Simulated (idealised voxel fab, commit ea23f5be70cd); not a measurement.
Process module in this document: voxel self aligned vias
Square cells of 5 nm make up the cross-section cut, whose width is 285 nm.
Notation: cross-section as square-cell grid; stated in bands, top first, going down; one or more cell rows per band. Band: top height; bottom height; in nm. Then, left to right: material with width in nm, for each material. "throughout": a single material spanning edge to edge. "air": empty space. Beneath 0, the wafer as received is one material, and that level is where height counting begins. The lowest band goes on downward without a bottom; it is written like "0 down". Graded width ("30->40"): value in top row of band = first number; value in bottom row = second number; row-to-row change constant. "nothing different" -> step changed no cross-section cell. Look at "Sealed internal cavities" for the closed voids: empty spaces with no open path to the top, sized 8 cells or up. Each is width x height at distance, distance from the left edge, all nm. The remark found on a step's line after its settings is issued by the simulator itself and pertains to that step. overlay nm: mask offset rightward from planned place, masked step; negative means leftward offset.

**plan**
| 1 | RECEIVE (material Si) |
| 2 | CONFORMAL_DEP (material SiO2; thk nm 15) |
| 3 | CONFORMAL_DEP (material SiCN; thk nm 5) |
| 4 | DIRECTIONAL_DEP (material SiO2; thk nm 25) |
| 5 | DIRECTIONAL_DEP (material aC; thk nm 10) |
| 6 | PATTERN (tone open; mask id LINES; material resist; width nm 25; pitch nm 65; thk nm 25; overlay nm 0) |
| 7 | DIRECTIONAL_ETCH (etch materials aC; depth nm 10) |
| 8 | STRIP (etch materials resist) |
| 9 | DIRECTIONAL_ETCH (etch materials SiO2; depth nm 25) |
| 10 | STRIP (etch materials aC) |
| 11 | CONFORMAL_DEP (material TiN; thk nm 5) |
| 12 | FILL_DEP (material Ru; thk nm 5) |
| 13 | CMP (height nm 45) |
| 14 | SELECTIVE_ETCH (etch materials W Ru TiN; depth nm 10) |
| 15 | FILL_DEP (material SiN; thk nm 10) |
| 16 | CMP (height nm 45) |
| 17 | DIRECTIONAL_DEP (material SiO2; thk nm 20) |
| 18 | PATTERN (tone open; mask id VIAS; material resist; width nm 45; pitch nm 130; thk nm 15; overlay nm -15) |
| 19 | DIRECTIONAL_ETCH (etch materials SiO2; depth nm 20) |
| 20 | DIRECTIONAL_ETCH (etch materials SiN; depth nm 10) |
| 21 | STRIP (etch materials resist) |
| 22 | CONFORMAL_DEP (material TiN; thk nm 5) |
| 23 | FILL_DEP (material Cu; thk nm 10) |
| 24 | CMP (height nm 65) |
| 25 | CONFORMAL_DEP (material SiCN; thk nm 5) |
varied across the wafers: overlay nm of step 18. The plan shows the first wafer's value. All wafers start alike

**Cross-section of the first of several wafers as received (after step 1)**
  0 down = Si throughout
  Sealed internal cavities: none

**For your reference, the table is organized with a row per wafer; each row reflects the wafer at the end of the module, indicating for each material the cells gained (+) or lost (-) since receipt, and thereafter its closed voids**
overlay nm -15; +50 Cu; +18 Ru; +114 SiCN; +14 SiN; +537 SiO2; +65 TiN; Sealed internal cavities: none
overlay nm -10; +54 Cu; +18 Ru; +114 SiCN; +10 SiN; +537 SiO2; +65 TiN; Sealed internal cavities: none
overlay nm -5; +54 Cu; +18 Ru; +114 SiCN; +10 SiN; +537 SiO2; +65 TiN; Sealed internal cavities: none
overlay nm 0; +54 Cu; +18 Ru; +114 SiCN; +10 SiN; +537 SiO2; +65 TiN; Sealed internal cavities: none
overlay nm 5; +54 Cu; +18 Ru; +114 SiCN; +10 SiN; +537 SiO2; +65 TiN; Sealed internal cavities: none
overlay nm 10; +54 Cu; +18 Ru; +114 SiCN; +10 SiN; +537 SiO2; +65 TiN; Sealed internal cavities: none
overlay nm 15; +50 Cu; +18 Ru; +114 SiCN; +14 SiN; +537 SiO2; +65 TiN; Sealed internal cavities: none
